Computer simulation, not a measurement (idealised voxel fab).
voxel capacitor over wiring: a process module
Cross-section cut: width 240 nm, square cells of 5 nm.
We lay out every cross-section as a grid of square cells and spell it out in bands from the top down, where one band means one or more rows of cells.
It is stipulated that each band's entry specify, in nanometres, the height of the top of the band and then that of its bottom, followed by the materials of the band in left-to-right sequence, each together with its width in nanometres. A single material marked by the word "all across" is understood to fill the band from edge to edge; the word "empty" is understood to denote empty space.
Basically, 0 is our baseline, since under it the wafer straight out of the box is all one material. The bottom band has no lower end and keeps on going down, so it looks like "z 0 and below".
Width "30..40": first value at the band's top row of cells, second value at its bottom row, equal change from row to row.
It should be understood that the words "no modification", when stated for a given step, signify that the cross-section underwent no change in any of its cells during that step.
In the "Closed void inventory" entry, you get each enclosed empty space of 8 cells or more, one with no open way to the top, written width x height at distance, distance from the left edge, in nm.
On each step's line, the part that comes after the settings is the simulator's own comment on the step.
The setting "overlay nm" may be written on the line of a step. When the step uses a mask, the value reports how far to the right of the planned place the mask lay, and a negative value reports that it lay to the left.

### Planned step list for the process
1: RECEIVE: material Si
2: CONFORMAL_DEP: material SiO2, thk nm 10
3: DIRECTIONAL_DEP: material TiN, thk nm 5
4: DIRECTIONAL_DEP: material Ru, thk nm 15
5: DIRECTIONAL_DEP: material aC, thk nm 15
6: PATTERN: tone cover, mask id METAL_1, material resist, width nm 30, pitch nm 85, thk nm 35, overlay nm 0
7: DIRECTIONAL_ETCH: etch materials aC, depth nm 15
8: STRIP: etch materials resist
9: DIRECTIONAL_ETCH: etch materials Ru, depth nm 15
10: DIRECTIONAL_ETCH: etch materials TiN, depth nm 5
11: STRIP: etch materials aC
12: CONFORMAL_DEP: material SiCN, thk nm 5
13: FILL_DEP: material lowk, thk nm 5
14: CMP: height nm 30
15: CONFORMAL_DEP: material SiCN, thk nm 5
16: DIRECTIONAL_DEP: material SiO2, thk nm 20
17: MASKED_ETCH: tone open, mask id PLUG_1, width nm 15, etch materials SiO2, depth nm 20, overlay nm -15
18: MASKED_ETCH: tone open, mask id PLUG_1, width nm 15, etch materials SiCN, depth nm 5, overlay nm 0
19: EPI: material Ru, thk nm 10
20: EPI: material Ru, thk nm 10
21: EPI: material Ru, thk nm 5
22: DIRECTIONAL_DEP: material TiN, thk nm 10
23: DIRECTIONAL_DEP: material Al2O3, thk nm 5
24: DIRECTIONAL_DEP: material TiN, thk nm 10
25: DIRECTIONAL_DEP: material aC, thk nm 15
26: PATTERN: tone cover, mask id UPPER_PLATE, material resist, width nm 60, thk nm 30, overlay nm 0
27: DIRECTIONAL_ETCH: etch materials aC, depth nm 15
28: STRIP: etch materials resist
29: DIRECTIONAL_ETCH: etch materials TiN, depth nm 10
30: DIRECTIONAL_ETCH: etch materials Al2O3, depth nm 5
31: STRIP: etch materials aC
32: PATTERN: tone cover, mask id LOWER_PLATE, material resist, width nm 70, thk nm 15, overlay nm 0
33: DIRECTIONAL_ETCH: etch materials TiN, depth nm 10
34: STRIP: etch materials resist
35: FILL_DEP: material SiO2, thk nm 15
36: CMP: height nm 90
37: PATTERN: tone open, mask id PLUG_2, material resist, width nm 15, thk nm 20, overlay nm 0
38: DIRECTIONAL_ETCH: etch materials SiO2, depth nm 10
39: STRIP: etch materials resist
40: CONFORMAL_DEP: material TiN, thk nm 5
41: FILL_DEP: material W, thk nm 10
42: CMP: height nm 90
43: CONFORMAL_DEP: material SiN, thk nm 5
Keep in mind the plan's value for the overlay nm of step 17 comes from the first wafer; the wafers don't share that setting, but they do share the same starting point.

### Cut through the first of several wafers as received, post step 1
z 0 and below | Si all across
Closed void inventory: none

### First of several wafers in cross-section at module end, following the final step, step 43
z 95 to 90 | SiN all across
z 90 to 85 | 85 nm SiO2  5 nm TiN  5 nm W  5 nm TiN  140 nm SiO2
z 85 to 80 | 85 nm SiO2  15 nm TiN  140 nm SiO2
z 80 to 70 | 75 nm SiO2  60 nm TiN  105 nm SiO2
z 70 to 65 | 75 nm SiO2  60 nm Al2O3  105 nm SiO2
z 65 to 55 | 75 nm SiO2  65 nm TiN  100 nm SiO2
z 55 to 45 | SiO2 all across
z 45 to 35 | 70 nm SiO2  5 nm TiN  165 nm SiO2
z 35 to 30 | SiCN all across
z 30 to 15 | 55 nm lowk  5 nm SiCN  30 nm Ru  5 nm SiCN  45 nm lowk  5 nm SiCN  30 nm Ru  5 nm SiCN  60 nm lowk
z 15 to 10 | 60 nm SiCN  30 nm TiN  55 nm SiCN  30 nm TiN  65 nm SiCN
z 10 to 0 | SiO2 all across
z 0 and below | Si all across
Closed void inventory: none

### Cross-section of the final wafer among several, taken at the end of the module
z 95 to 90 | SiN all across
z 90 to 85 | 85 nm SiO2  5 nm TiN  5 nm W  5 nm TiN  140 nm SiO2
z 85 to 80 | 85 nm SiO2  15 nm TiN  140 nm SiO2
z 80 to 70 | 75 nm SiO2  15 nm TiN  15 nm SiO2  30 nm TiN  105 nm SiO2
z 70 to 65 | 75 nm SiO2  15 nm Al2O3  15 nm SiO2  30 nm Al2O3  105 nm SiO2
z 65 to 60 | 70 nm SiO2  20 nm TiN  15 nm SiO2  35 nm TiN  100 nm SiO2
z 60 to 50 | 70..90 nm SiO2  70..15 nm TiN  100..135 nm SiO2
z 50 to 45 | 90 nm SiO2  15 nm Al2O3  135 nm SiO2
z 45 to 35 | 90 nm SiO2  15 nm TiN  135 nm SiO2
z 35 to 30 | SiCN all across
z 30 to 15 | 55 nm lowk  5 nm SiCN  30 nm Ru  5 nm SiCN  45 nm lowk  5 nm SiCN  30 nm Ru  5 nm SiCN  60 nm lowk
z 15 to 10 | 60 nm SiCN  30 nm TiN  55 nm SiCN  30 nm TiN  65 nm SiCN
z 10 to 0 | SiO2 all across
z 0 and below | Si all across
Closed void inventory: none

### The table below has one row for each wafer; a row shows, as of the end of the module, how many cells of each material the wafer has gained, marked (+), or lost, marked (-), since it was received, and then the wafer's closed voids
overlay nm -15, +12 Al2O3, +36 Ru, +96 SiCN, +48 SiN, +554 SiO2, +69 TiN, +1 W, +96 lowk, Closed void inventory: none
overlay nm -10, +12 Al2O3, +49 Ru, +95 SiCN, +48 SiN, +542 SiO2, +69 TiN, +1 W, +96 lowk, Closed void inventory: none
overlay nm -5, +12 Al2O3, +50 Ru, +94 SiCN, +48 SiN, +542 SiO2, +69 TiN, +1 W, +96 lowk, Closed void inventory: none
overlay nm 0, +12 Al2O3, +51 Ru, +93 SiCN, +48 SiN, +542 SiO2, +69 TiN, +1 W, +96 lowk, Closed void inventory: none
overlay nm 5, +12 Al2O3, +50 Ru, +94 SiCN, +48 SiN, +542 SiO2, +69 TiN, +1 W, +96 lowk, Closed void inventory: none
overlay nm 10, +12 Al2O3, +49 Ru, +95 SiCN, +48 SiN, +542 SiO2, +69 TiN, +1 W, +96 lowk, Closed void inventory: none
overlay nm 15, +12 Al2O3, +36 Ru, +96 SiCN, +48 SiN, +554 SiO2, +69 TiN, +1 W, +96 lowk, Closed void inventory: none
